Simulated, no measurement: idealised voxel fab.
process module | voxel wiring stack
cross-section cut | 200 nm wide | cells 5 nm
A cross-section is a grid of square cells, given in bands from the top down. A band is one or more rows of cells.
Each band's line starts with the height of the band's top and of its bottom, in nm. Then come its materials from left to right, each with its width in nm. One material with "throughout" fills the band from edge to edge. "air" is empty space.
Height 0 is the level under which the wafer as received is all one material. The lowest band goes on downwards, as in "0 down".
A width such as "30 to 40" changes by the same amount from each row of cells to the next, from the band's top row to its bottom row.
"no change" after a step means that no cell of the cross-section changed.
closed voids: empty space of 8 cells or more with no open way to the top, each as width x height at its distance from the left edge, in nm
after a step's settings: what the simulator itself notes on the step
overlay nm, on a step with a mask: how far to the right of its planned place the mask lay; to the left if negative
plan
1 op RECEIVE | material Si
2 op CONFORMAL_DEP | material SiO2 | thk nm 15
3 op DIRECTIONAL_DEP | material TiN | thk nm 5
4 op DIRECTIONAL_DEP | material Ru | thk nm 20
5 op MASKED_ETCH | tone cover | mask id METAL_1 | width nm 30 | pitch nm 60 | etch materials Ru | depth nm 20 | overlay nm 0
6 op MASKED_ETCH | tone cover | mask id METAL_1 | width nm 30 | pitch nm 60 | etch materials TiN | depth nm 5 | overlay nm 0
7 op CONFORMAL_DEP | material SiCN | thk nm 5
8 op FILL_DEP | material SiO2 | thk nm 5
9 op CMP | height nm 40
10 op CONFORMAL_DEP | material SiCN | thk nm 5
11 op DIRECTIONAL_DEP | material lowk | thk nm 30
12 op PATTERN | tone open | mask id METAL_2_HOLES | material resist | width nm 15 | pitch nm 60 | thk nm 20 | overlay nm 0
13 op DIRECTIONAL_ETCH | etch materials lowk | depth nm 30
14 op STRIP | etch materials resist
15 op MASKED_ETCH | tone open | mask id METAL_2 | width nm 30 | pitch nm 60 | etch materials lowk | depth nm 20 | overlay nm 0
16 op MASKED_ETCH | tone open | mask id METAL_2 | width nm 30 | pitch nm 60 | etch materials SiCN | depth nm 5 | overlay nm 0
17 op CONFORMAL_DEP | material TiN | thk nm 5
18 op FILL_DEP | material Cu | thk nm 10
19 op CMP | height nm 75
20 op CONFORMAL_DEP | material SiCN | thk nm 5
21 op DIRECTIONAL_DEP | material lowk | thk nm 35
22 op MASKED_ETCH | tone open | mask id METAL_3 | width nm 30 | pitch nm 60 | etch materials lowk | depth nm 20 | overlay nm 0
23 op MASKED_ETCH | tone open | mask id METAL_3_HOLES | width nm 15 | etch materials lowk | depth nm 15 | overlay nm 0
24 op MASKED_ETCH | tone open | mask id METAL_3_HOLES | width nm 15 | etch materials SiCN | depth nm 5 | overlay nm 0
25 op CONFORMAL_DEP | material TiN | thk nm 5
26 op FILL_DEP | material Ru | thk nm 10
27 op CMP | height nm 115
28 op CONFORMAL_DEP | material SiCN | thk nm 5
as received, after step 1
  0 down: Si throughout
  closed voids: none
a wafer at the end: this start, this plan, one mistake
  120 to 115: SiCN throughout
  115 to 100: lowk 55 | TiN 5 | Ru 20 | TiN 5 | lowk 30 | TiN 5 | Ru 20 | TiN 5 | lowk 55
  100 to 95: lowk 55 | TiN 5 | Ru 5 | TiN 20 | lowk 30 | TiN 30 | lowk 55
  95 to 80: lowk 55 | TiN 5 | Ru 5 | TiN 5 | lowk 130
  80 to 75: SiCN 55 | TiN 15 | SiCN 130
  75 to 60: lowk 55 | TiN 5 | Cu 20 | TiN 5 | lowk 30 | TiN 5 | Cu 20 | TiN 5 | lowk 55
  60 to 55: lowk 55 | TiN 5 | Cu 5 | TiN 20 | lowk 30 | TiN 5 | Cu 5 | TiN 20 | lowk 55
  55 to 45: lowk 55 | TiN 5 | Cu 5 | TiN 5 | lowk 45 | TiN 5 | Cu 5 | TiN 5 | lowk 70
  45 to 40: SiCN 55 | TiN 15 | SiCN 45 | TiN 15 | SiCN 70
  40 to 35: SiO2 50 | SiCN 40 | SiO2 20 | SiCN 40 | SiO2 50
  35 to 20: SiO2 50 | SiCN 5 | Ru 30 | SiCN 5 | SiO2 20 | SiCN 5 | Ru 30 | SiCN 5 | SiO2 50
  20 to 15: SiCN 55 | Ru 30 | SiCN 30 | Ru 30 | SiCN 55
  15 to 0: SiO2 throughout
  0 down: Si throughout
  closed voids: none
what went wrong: step 3 was left out
